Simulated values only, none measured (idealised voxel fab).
The following process module bears the name voxel ribs on slabs.
This is section cut - it's 200 nm across, gridded in 5 nm square cells.
This document writes a cross-section as a grid whose cells are square, and gives it as bands, listed from the top down; one or more rows of cells form a band. Quick guide to a band line: top height, bottom height (nm) up front; then every material left to right with its width in nm. Only one material and it's marked "throughout"? Then it fills the band edge to edge. And "empty" just means empty space. Height datum 0, below which the as-received substrate wafer is one material. Lowest band open at the bottom, running downward: "0 -> down". A width given as "30 to 40" starts at the first number in the band's top row and ends at the second number in its bottom row, shifting by an equal amount at every step from row to row. Take "identical to before" at face value: in the step it is given for, the cross-section changed in none of its cells. "Sealed void inventory" means: voids of 8 cells or more that are shut off from the top with no open way through. Written width x height at distance, distance from the left edge, in nm. Text after the settings on a step's line: the simulator's own remark on that step. On any step carrying a mask, the "overlay nm" setting, if present on the step's line, tells how far right of its planned place the mask lay; negative values point to the left.

[Below is the list of planned process steps]
1: RECEIVE,material Si
2: DIRECTIONAL_DEP,material SiO2,thk nm 30
3: DIRECTIONAL_DEP,material SiN,thk nm 15
4: PATTERN,tone cover,mask id RIB,material resist,width nm 30,thk nm 20,overlay nm 0
5: DIRECTIONAL_ETCH,etch materials SiN,depth nm 5
6: STRIP,etch materials resist
7: PATTERN,tone cover,mask id SLAB,material resist,width nm 70,thk nm 20,overlay nm 0
8: DIRECTIONAL_ETCH,etch materials SiN,depth nm 10
9: STRIP,etch materials resist
10: FILL_DEP,material SiO2,thk nm 25
11: CMP,height nm 60
12: DIRECTIONAL_DEP,material TiN,thk nm 5
13: PATTERN,tone cover,mask id HEATER,material resist,width nm 40,thk nm 15,overlay nm 0
14: DIRECTIONAL_ETCH,etch materials TiN,depth nm 5
15: STRIP,etch materials resist
16: CONFORMAL_DEP,material SiO2,thk nm 10

[The cross-section here shows the wafer as received, i.e. in its state after step 1]
- 0 -> down = Si throughout
- Sealed void inventory: none

[Here's the wafer cut in cross-section after the module, started and planned just like above, except one thing was done wrong in the run]
- 75 -> 70 = 70 nm empty, 60 nm SiO2, 70 nm empty
- 70 -> 65 = SiO2 throughout
- 65 -> 60 = 80 nm SiO2, 40 nm TiN, 80 nm SiO2
- 60 -> 45 = SiO2 throughout
- 45 -> 40 = 65 nm SiO2, 20 nm SiN, 30 nm SiO2, 20 nm SiN, 65 nm SiO2
- 40 -> 35 = 65 nm SiO2, 70 nm SiN, 65 nm SiO2
- 35 -> 30 = SiN throughout
- 30 -> 0 = SiO2 throughout
- 0 -> down = Si throughout
- Sealed void inventory: none
In executing the process, a mistake was made relative to the plan: step 4 deviated from plan and actually ran as PATTERN,tone open,mask id RIB,material resist,width nm 30,thk nm 20,overlay nm 0
